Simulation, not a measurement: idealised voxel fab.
process module | voxel self aligned vias
cross-section cut | 295 nm wide | cells 5 nm
A cross-section is a grid of square cells, given in bands from the top down. A band is one or more rows of cells.
Each band's line starts with the height of the band's top and of its bottom, in nm. Then come its materials from left to right, each with its width in nm. One material with "throughout" fills the band from edge to edge. "air" is empty space.
Height 0 is the level under which the wafer as received is all one material. The lowest band goes on downwards, as in "0 down".
A width such as "30 to 40" changes by the same amount from each row of cells to the next, from the band's top row to its bottom row.
"no change" after a step means that no cell of the cross-section changed.
closed voids: empty space of 8 cells or more with no open way to the top, each as width x height at its distance from the left edge, in nm
after a step's settings: what the simulator itself notes on the step
overlay nm, on a step with a mask: how far to the right of its planned place the mask lay; to the left if negative
plan
1 op RECEIVE | material Si
2 op CONFORMAL_DEP | material SiO2 | thk nm 15
3 op CONFORMAL_DEP | material SiCN | thk nm 5
4 op DIRECTIONAL_DEP | material SiO2 | thk nm 30
5 op PATTERN | tone open | mask id LINES | material resist | width nm 25 | pitch nm 60 | thk nm 20 | overlay nm 0
6 op DIRECTIONAL_ETCH | etch materials SiO2 | depth nm 30
7 op STRIP | etch materials resist
8 op CONFORMAL_DEP | material TiN | thk nm 5
9 op FILL_DEP | material W | thk nm 10
10 op CMP | height nm 50
11 op SELECTIVE_ETCH | etch materials W Ru TiN | depth nm 5
12 op FILL_DEP | material SiN | thk nm 10
13 op CMP | height nm 50
14 op DIRECTIONAL_DEP | material SiO2 | thk nm 15
15 op DIRECTIONAL_DEP | material aC | thk nm 15
16 op PATTERN | tone open | mask id VIAS | material resist | width nm 35 | pitch nm 60 | thk nm 30 | overlay nm 0
17 op DIRECTIONAL_ETCH | etch materials aC | depth nm 15
18 op STRIP | etch materials resist
19 op DIRECTIONAL_ETCH | etch materials SiO2 | depth nm 15
20 op DIRECTIONAL_ETCH | etch materials SiN | depth nm 5
21 op STRIP | etch materials aC
22 op CONFORMAL_DEP | material TiN | thk nm 5
23 op FILL_DEP | material Cu | thk nm 10
24 op CMP | height nm 65
25 op CONFORMAL_DEP | material SiN | thk nm 5
first wafer, as planned
as received, after step 1
  0 down: Si throughout
  closed voids: none
after step 2
  15 to 0: SiO2 throughout
  below 0: unchanged
after step 3
  20 to 15: SiCN throughout
  below 15: unchanged
after step 4
  50 to 20: SiO2 throughout
  below 20: unchanged
after step 5
  70 to 50: resist 75 | air 25 | resist 35 | air 25 | resist 35 | air 25 | resist 75
  below 50: unchanged
after step 6
  70 to 50: resist 75 | air 25 | resist 35 | air 25 | resist 35 | air 25 | resist 75
  50 to 20: SiO2 75 | air 25 | SiO2 35 | air 25 | SiO2 35 | air 25 | SiO2 75
  below 20: unchanged
after step 7
  50 to 20: SiO2 75 | air 25 | SiO2 35 | air 25 | SiO2 35 | air 25 | SiO2 75
  below 20: unchanged
after step 8
  55 to 50: TiN 80 | air 15 | TiN 45 | air 15 | TiN 45 | air 15 | TiN 80
  50 to 25: SiO2 75 | TiN 5 | air 15 | TiN 5 | SiO2 35 | TiN 5 | air 15 | TiN 5 | SiO2 35 | TiN 5 | air 15 | TiN 5 | SiO2 75
  25 to 20: SiO2 75 | TiN 25 | SiO2 35 | TiN 25 | SiO2 35 | TiN 25 | SiO2 75
  below 20: unchanged
after step 9
  65 to 55: W throughout
  55 to 50: TiN 80 | W 15 | TiN 45 | W 15 | TiN 45 | W 15 | TiN 80
  50 to 25: SiO2 75 | TiN 5 | W 15 | TiN 5 | SiO2 35 | TiN 5 | W 15 | TiN 5 | SiO2 35 | TiN 5 | W 15 | TiN 5 | SiO2 75
  below 25: unchanged
after step 10
  50 to 25: SiO2 75 | TiN 5 | W 15 | TiN 5 | SiO2 35 | TiN 5 | W 15 | TiN 5 | SiO2 35 | TiN 5 | W 15 | TiN 5 | SiO2 75
  below 25: unchanged
after step 11
  50 to 45: SiO2 75 | air 25 | SiO2 35 | air 25 | SiO2 35 | air 25 | SiO2 75
  below 45: unchanged
after step 12
  60 to 50: SiN throughout
  50 to 45: SiO2 75 | SiN 25 | SiO2 35 | SiN 25 | SiO2 35 | SiN 25 | SiO2 75
  below 45: unchanged
after step 13
  50 to 45: SiO2 75 | SiN 25 | SiO2 35 | SiN 25 | SiO2 35 | SiN 25 | SiO2 75
  below 45: unchanged
after step 14
  65 to 50: SiO2 throughout
  below 50: unchanged
after step 15
  80 to 65: aC throughout
  below 65: unchanged
after step 16
  110 to 80: resist 70 | air 35 | resist 25 | air 35 | resist 25 | air 35 | resist 70
  below 80: unchanged
after step 17
  95 to 80: resist 70 | air 35 | resist 25 | air 35 | resist 25 | air 35 | resist 70
  80 to 65: aC 70 | air 35 | aC 25 | air 35 | aC 25 | air 35 | aC 70
  below 65: unchanged
after step 18
  80 to 65: aC 70 | air 35 | aC 25 | air 35 | aC 25 | air 35 | aC 70
  below 65: unchanged
after step 19
  80 to 65: aC 70 | air 35 | aC 25 | air 35 | aC 25 | air 35 | aC 70
  65 to 50: SiO2 70 | air 35 | SiO2 25 | air 35 | SiO2 25 | air 35 | SiO2 70
  below 50: unchanged
after step 20
  80 to 65: aC 70 | air 35 | aC 25 | air 35 | aC 25 | air 35 | aC 70
  65 to 50: SiO2 70 | air 35 | SiO2 25 | air 35 | SiO2 25 | air 35 | SiO2 70
  50 to 45: SiO2 75 | air 25 | SiO2 35 | air 25 | SiO2 35 | air 25 | SiO2 75
  below 45: unchanged
after step 21
  65 to 50: SiO2 70 | air 35 | SiO2 25 | air 35 | SiO2 25 | air 35 | SiO2 70
  below 50: unchanged
after step 22
  70 to 65: TiN 75 | air 25 | TiN 35 | air 25 | TiN 35 | air 25 | TiN 75
  65 to 55: SiO2 70 | TiN 5 | air 25 | TiN 5 | SiO2 25 | TiN 5 | air 25 | TiN 5 | SiO2 25 | TiN 5 | air 25 | TiN 5 | SiO2 70
  55 to 50: SiO2 70 | TiN 10 | air 15 | TiN 10 | SiO2 25 | TiN 10 | air 15 | TiN 10 | SiO2 25 | TiN 10 | air 15 | TiN 10 | SiO2 70
  50 to 45: SiO2 75 | TiN 25 | SiO2 35 | TiN 25 | SiO2 35 | TiN 25 | SiO2 75
  below 45: unchanged
after step 23
  80 to 70: Cu throughout
  70 to 65: TiN 75 | Cu 25 | TiN 35 | Cu 25 | TiN 35 | Cu 25 | TiN 75
  65 to 55: SiO2 70 | TiN 5 | Cu 25 | TiN 5 | SiO2 25 | TiN 5 | Cu 25 | TiN 5 | SiO2 25 | TiN 5 | Cu 25 | TiN 5 | SiO2 70
  55 to 50: SiO2 70 | TiN 10 | Cu 15 | TiN 10 | SiO2 25 | TiN 10 | Cu 15 | TiN 10 | SiO2 25 | TiN 10 | Cu 15 | TiN 10 | SiO2 70
  below 50: unchanged
after step 24
  65 to 55: SiO2 70 | TiN 5 | Cu 25 | TiN 5 | SiO2 25 | TiN 5 | Cu 25 | TiN 5 | SiO2 25 | TiN 5 | Cu 25 | TiN 5 | SiO2 70
  below 55: unchanged
after step 25
  70 to 65: SiN throughout
  below 65: unchanged
second wafer: like start, like plan, one mistake. Through step 1 it matches the first wafer
when step 2 should have ended
  30 to 0: SiO2 throughout
  below 0: unchanged
when step 3 should have ended
  35 to 30: SiCN throughout
  below 30: unchanged
when step 4 should have ended
  65 to 35: SiO2 throughout
  below 35: unchanged
when step 5 should have ended
  85 to 65: resist 75 | air 25 | resist 35 | air 25 | resist 35 | air 25 | resist 75
  below 65: unchanged
when step 6 should have ended
  85 to 65: resist 75 | air 25 | resist 35 | air 25 | resist 35 | air 25 | resist 75
  65 to 35: SiO2 75 | air 25 | SiO2 35 | air 25 | SiO2 35 | air 25 | SiO2 75
  below 35: unchanged
when step 7 should have ended
  65 to 35: SiO2 75 | air 25 | SiO2 35 | air 25 | SiO2 35 | air 25 | SiO2 75
  below 35: unchanged
when step 8 should have ended
  70 to 65: TiN 80 | air 15 | TiN 45 | air 15 | TiN 45 | air 15 | TiN 80
  65 to 40: SiO2 75 | TiN 5 | air 15 | TiN 5 | SiO2 35 | TiN 5 | air 15 | TiN 5 | SiO2 35 | TiN 5 | air 15 | TiN 5 | SiO2 75
  40 to 35: SiO2 75 | TiN 25 | SiO2 35 | TiN 25 | SiO2 35 | TiN 25 | SiO2 75
  below 35: unchanged
when step 9 should have ended
  80 to 70: W throughout
  70 to 65: TiN 80 | W 15 | TiN 45 | W 15 | TiN 45 | W 15 | TiN 80
  65 to 40: SiO2 75 | TiN 5 | W 15 | TiN 5 | SiO2 35 | TiN 5 | W 15 | TiN 5 | SiO2 35 | TiN 5 | W 15 | TiN 5 | SiO2 75
  below 40: unchanged
when step 10 should have ended
  50 to 40: SiO2 75 | TiN 5 | W 15 | TiN 5 | SiO2 35 | TiN 5 | W 15 | TiN 5 | SiO2 35 | TiN 5 | W 15 | TiN 5 | SiO2 75
  below 40: unchanged
when step 11 should have ended
  50 to 45: SiO2 75 | air 25 | SiO2 35 | air 25 | SiO2 35 | air 25 | SiO2 75
  below 45: unchanged
when step 12 should have ended
  60 to 50: SiN throughout
  50 to 45: SiO2 75 | SiN 25 | SiO2 35 | SiN 25 | SiO2 35 | SiN 25 | SiO2 75
  below 45: unchanged
when step 13 should have ended
  50 to 45: SiO2 75 | SiN 25 | SiO2 35 | SiN 25 | SiO2 35 | SiN 25 | SiO2 75
  below 45: unchanged
when step 14 should have ended
  65 to 50: SiO2 throughout
  below 50: unchanged
when step 15 should have ended
  80 to 65: aC throughout
  below 65: unchanged
when step 16 should have ended
  110 to 80: resist 70 | air 35 | resist 25 | air 35 | resist 25 | air 35 | resist 70
  below 80: unchanged
when step 17 should have ended
  95 to 80: resist 70 | air 35 | resist 25 | air 35 | resist 25 | air 35 | resist 70
  80 to 65: aC 70 | air 35 | aC 25 | air 35 | aC 25 | air 35 | aC 70
  below 65: unchanged
when step 18 should have ended
  80 to 65: aC 70 | air 35 | aC 25 | air 35 | aC 25 | air 35 | aC 70
  below 65: unchanged
when step 19 should have ended
  80 to 65: aC 70 | air 35 | aC 25 | air 35 | aC 25 | air 35 | aC 70
  65 to 50: SiO2 70 | air 35 | SiO2 25 | air 35 | SiO2 25 | air 35 | SiO2 70
  below 50: unchanged
when step 20 should have ended
  80 to 65: aC 70 | air 35 | aC 25 | air 35 | aC 25 | air 35 | aC 70
  65 to 50: SiO2 70 | air 35 | SiO2 25 | air 35 | SiO2 25 | air 35 | SiO2 70
  50 to 45: SiO2 75 | air 25 | SiO2 35 | air 25 | SiO2 35 | air 25 | SiO2 75
  below 45: unchanged
when step 21 should have ended
  65 to 50: SiO2 70 | air 35 | SiO2 25 | air 35 | SiO2 25 | air 35 | SiO2 70
  below 50: unchanged
when step 22 should have ended
  70 to 65: TiN 75 | air 25 | TiN 35 | air 25 | TiN 35 | air 25 | TiN 75
  65 to 55: SiO2 70 | TiN 5 | air 25 | TiN 5 | SiO2 25 | TiN 5 | air 25 | TiN 5 | SiO2 25 | TiN 5 | air 25 | TiN 5 | SiO2 70
  55 to 50: SiO2 70 | TiN 10 | air 15 | TiN 10 | SiO2 25 | TiN 10 | air 15 | TiN 10 | SiO2 25 | TiN 10 | air 15 | TiN 10 | SiO2 70
  50 to 45: SiO2 75 | TiN 25 | SiO2 35 | TiN 25 | SiO2 35 | TiN 25 | SiO2 75
  below 45: unchanged
when step 23 should have ended
  80 to 70: Cu throughout
  70 to 65: TiN 75 | Cu 25 | TiN 35 | Cu 25 | TiN 35 | Cu 25 | TiN 75
  65 to 55: SiO2 70 | TiN 5 | Cu 25 | TiN 5 | SiO2 25 | TiN 5 | Cu 25 | TiN 5 | SiO2 25 | TiN 5 | Cu 25 | TiN 5 | SiO2 70
  55 to 50: SiO2 70 | TiN 10 | Cu 15 | TiN 10 | SiO2 25 | TiN 10 | Cu 15 | TiN 10 | SiO2 25 | TiN 10 | Cu 15 | TiN 10 | SiO2 70
  below 50: unchanged
when step 24 should have ended
  65 to 55: SiO2 70 | TiN 5 | Cu 25 | TiN 5 | SiO2 25 | TiN 5 | Cu 25 | TiN 5 | SiO2 25 | TiN 5 | Cu 25 | TiN 5 | SiO2 70
  below 55: unchanged
when step 25 should have ended
  70 to 65: SiN throughout
  below 65: unchanged
what went wrong: step 2 was run twice
at the end the second wafer has, in cells: 45 more of SiO2 | 18 fewer of TiN | 27 fewer of W
